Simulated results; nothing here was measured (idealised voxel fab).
The process module presented herein is designated voxel transistor to metal.
Square cells of 5 nm make up the cross-section cut, whose width is 180 nm.
If you're reading a cross-section in this doc, picture square cells in a grid; it comes to you as bands, top ones listed first down to the bottom, and a band can be one or more rows of cells.
Per band: top height and bottom height in nm, followed by the left-to-right materials and their widths in nm; "throughout" marks a single material spanning edge to edge, "blank" marks empty space.
Basically, 0 is our baseline, since under it the wafer straight out of the box is all one material. The bottom band has no lower end and keeps on going down, so it looks like "0 and below".
A width such as "30..40" changes by the same amount from each row of cells to the next, from the band's top row to its bottom row.
A step reported as "nothing altered" is a step in which no cell of the cross-section changed.
"Enclosed void entries" means: voids of 8 cells or more that are shut off from the top with no open way through. Written width x height at distance, distance from the left edge, in nm.
Step line, after settings: the simulator's comment on this step.
The "overlay nm" setting may appear on a step's line; for a step that uses a mask, it gives how far to the right of its planned position the mask lay, and a negative value indicates the left.
[Process steps - plan]
1: RECEIVE | material Si
2: CONFORMAL_DEP | material SiO2 | thk nm 5
3: CONFORMAL_DEP | material SiN | thk nm 10
4: MASKED_ETCH | tone cover | mask id ACTIVE | width nm 110 | etch materials SiN | depth nm 10 | overlay nm 0
5: MASKED_ETCH | tone cover | mask id ACTIVE | width nm 110 | etch materials SiO2 | depth nm 5 | overlay nm 0
6: MASKED_ETCH | tone cover | mask id ACTIVE | width nm 110 | etch materials Si | depth nm 30 | overlay nm 0
7: OXIDIZE | depth nm 5
8: FILL_DEP | material SiO2 | thk nm 5
9: CMP | height nm 15
10: SELECTIVE_ETCH | etch materials SiO2 | depth nm 10
11: STRIP | etch materials SiN
12: SELECTIVE_ETCH | etch materials SiO2 | depth nm 5
13: OXIDIZE | depth nm 5
14: DIRECTIONAL_DEP | material polySi | thk nm 20
15: DIRECTIONAL_DEP | material SiCN | thk nm 10
16: PATTERN | tone cover | mask id GATE | material resist | width nm 30 | thk nm 15 | overlay nm 0
17: DIRECTIONAL_ETCH | etch materials SiCN | depth nm 20
18: DIRECTIONAL_ETCH | etch materials polySi | depth nm 30
19: STRIP | etch materials resist
20: CONFORMAL_DEP | material SiN | thk nm 10
21: DIRECTIONAL_ETCH | etch materials SiN | depth nm 10
22: DIRECTIONAL_ETCH | etch materials SiO2 | depth nm 5
23: EPI | material pSi | thk nm 5
24: FILL_DEP | material SiO2 | thk nm 10
25: CMP | height nm 20
26: STRIP | etch materials polySi
27: SELECTIVE_ETCH | etch materials SiO2 | depth nm 5
28: CONFORMAL_DEP | material HfO2 | thk nm 5
29: CONFORMAL_DEP | material TiN | thk nm 5
30: FILL_DEP | material W | thk nm 10
31: CMP | height nm 15
32: DIRECTIONAL_DEP | material SiO2 | thk nm 10
33: MASKED_ETCH | tone open | mask id CONTACT | width nm 20 | pitch nm 80 | etch materials SiO2 | depth nm 25 | overlay nm 0
34: CONFORMAL_DEP | material TiN | thk nm 5
35: FILL_DEP | material Ru | thk nm 5
36: CMP | height nm 25
37: CONFORMAL_DEP | material SiN | thk nm 5
38: DIRECTIONAL_DEP | material lowk | thk nm 20
39: DIRECTIONAL_DEP | material aC | thk nm 15
40: PATTERN | tone open | mask id METAL_1 | material resist | width nm 20 | pitch nm 80 | thk nm 30 | overlay nm 0
41: DIRECTIONAL_ETCH | etch materials aC | depth nm 15
42: STRIP | etch materials resist
43: DIRECTIONAL_ETCH | etch materials lowk | depth nm 20
44: DIRECTIONAL_ETCH | etch materials SiN | depth nm 5
45: STRIP | etch materials aC
46: CONFORMAL_DEP | material TiN | thk nm 5
47: FILL_DEP | material Cu | thk nm 5
48: CMP | height nm 50
49: CONFORMAL_DEP | material SiCN | thk nm 5
50: DIRECTIONAL_DEP | material SiO2 | thk nm 30
51: MASKED_ETCH | tone open | mask id METAL_2_HOLES | width nm 15 | pitch nm 80 | etch materials SiO2 | depth nm 30 | overlay nm 0
52: MASKED_ETCH | tone open | mask id METAL_2 | width nm 20 | pitch nm 80 | etch materials SiO2 | depth nm 20 | overlay nm 0
53: MASKED_ETCH | tone open | mask id METAL_2 | width nm 20 | pitch nm 80 | etch materials SiCN | depth nm 5 | overlay nm 0
54: CONFORMAL_DEP | material TiN | thk nm 5
55: FILL_DEP | material Ru | thk nm 10
56: CMP | height nm 85
57: CONFORMAL_DEP | material SiN | thk nm 5
[As-received state of the wafer in cross-section, equivalent to post-step 1]
	0 and below = Si throughout
	Enclosed void entries: none
[Here's the cross-section of the first of our two wafers at the end of the module - it ran as planned]
	90 down to 85 = SiN throughout
	85 down to 70 = SiO2 40 nm, then TiN 5 nm, then Ru 10 nm, then TiN 5 nm, then SiO2 60 nm, then TiN 5 nm, then Ru 10 nm, then TiN 5 nm, then SiO2 40 nm
	70 down to 65 = SiO2 40 nm, then TiN 5 nm, then Ru 5 nm, then TiN 10 nm, then SiO2 60 nm, then TiN 5 nm, then Ru 5 nm, then TiN 10 nm, then SiO2 40 nm
	65 down to 55 = SiO2 40 nm, then TiN 5 nm, then Ru 5 nm, then TiN 5 nm, then SiO2 65 nm, then TiN 5 nm, then Ru 5 nm, then TiN 5 nm, then SiO2 45 nm
	55 down to 50 = SiCN 40 nm, then TiN 15 nm, then SiCN 65 nm, then TiN 15 nm, then SiCN 45 nm
	50 down to 30 = lowk 40 nm, then TiN 5 nm, then Cu 10 nm, then TiN 5 nm, then lowk 60 nm, then TiN 5 nm, then Cu 10 nm, then TiN 5 nm, then lowk 40 nm
	30 down to 25 = SiN 40 nm, then TiN 20 nm, then SiN 60 nm, then TiN 20 nm, then SiN 40 nm
	25 down to 15 = SiO2 40 nm, then TiN 5 nm, then Ru 10 nm, then TiN 5 nm, then SiO2 60 nm, then TiN 5 nm, then Ru 10 nm, then TiN 5 nm, then SiO2 40 nm
	15 down to 5 = SiO2 40 nm, then TiN 5 nm, then Ru 10 nm, then TiN 5 nm, then SiO2 5 nm, then SiN 10 nm, then HfO2 5 nm, then TiN 5 nm, then W 10 nm, then TiN 5 nm, then HfO2 5 nm, then SiN 10 nm, then SiO2 5 nm, then TiN 5 nm, then Ru 10 nm, then TiN 5 nm, then SiO2 40 nm
	5 down to 0 = SiO2 40 nm, then TiN 20 nm, then SiO2 5 nm, then SiN 10 nm, then HfO2 5 nm, then TiN 20 nm, then HfO2 5 nm, then SiN 10 nm, then SiO2 5 nm, then TiN 20 nm, then SiO2 40 nm
	0 down to -5 = SiO2 35 nm, then pSi 30 nm, then SiO2 5 nm, then HfO2 40 nm, then SiO2 5 nm, then pSi 30 nm, then SiO2 35 nm
	-5 down to -35 = SiO2 40 nm, then Si 100 nm, then SiO2 40 nm
	-35 and below = Si throughout
	Enclosed void entries: none
[Same start, same plan as the first wafer - but one mistake in the run. Cross-section of the second of the two at the end of the module]
	90 down to 85 = SiN throughout
	85 down to 70 = SiO2 40 nm, then TiN 5 nm, then Ru 10 nm, then TiN 5 nm, then SiO2 60 nm, then TiN 5 nm, then Ru 10 nm, then TiN 5 nm, then SiO2 40 nm
	70 down to 65 = SiO2 40 nm, then TiN 5 nm, then Ru 5 nm, then TiN 10 nm, then SiO2 60 nm, then TiN 5 nm, then Ru 5 nm, then TiN 10 nm, then SiO2 40 nm
	65 down to 55 = SiO2 40 nm, then TiN 5 nm, then Ru 5 nm, then TiN 5 nm, then SiO2 65 nm, then TiN 5 nm, then Ru 5 nm, then TiN 5 nm, then SiO2 45 nm
	55 down to 50 = SiCN 40 nm, then TiN 15 nm, then SiCN 65 nm, then TiN 15 nm, then SiCN 45 nm
	50 down to 30 = lowk 40 nm, then TiN 5 nm, then Cu 10 nm, then TiN 5 nm, then lowk 60 nm, then TiN 5 nm, then Cu 10 nm, then TiN 5 nm, then lowk 40 nm
	30 down to 25 = SiN 40 nm, then TiN 20 nm, then SiN 60 nm, then TiN 20 nm, then SiN 40 nm
	25 down to 15 = SiO2 40 nm, then TiN 5 nm, then Ru 10 nm, then TiN 5 nm, then SiO2 60 nm, then TiN 5 nm, then Ru 10 nm, then TiN 5 nm, then SiO2 40 nm
	15 down to 5 = SiO2 40 nm, then TiN 5 nm, then Ru 10 nm, then TiN 5 nm, then SiN 10 nm, then HfO2 5 nm, then TiN 5 nm, then W 10 nm, then TiN 5 nm, then HfO2 5 nm, then SiN 10 nm, then SiO2 10 nm, then TiN 5 nm, then Ru 10 nm, then TiN 5 nm, then SiO2 40 nm
	5 down to 0 = SiO2 40 nm, then TiN 20 nm, then SiN 10 nm, then HfO2 5 nm, then TiN 20 nm, then HfO2 5 nm, then SiN 10 nm, then SiO2 10 nm, then TiN 20 nm, then SiO2 40 nm
	0 down to -5 = SiO2 35 nm, then pSi 25 nm, then SiO2 5 nm, then HfO2 40 nm, then SiO2 5 nm, then pSi 35 nm, then SiO2 35 nm
	-5 down to -35 = SiO2 40 nm, then Si 100 nm, then SiO2 40 nm
	-35 and below = Si throughout
	Enclosed void entries: none
Run error: step 16 deviated from plan and actually ran as PATTERN | tone cover | mask id GATE | material resist | width nm 30 | thk nm 15 | overlay nm -5
Final state: per-material cell counts identical on both wafers; locations differ.
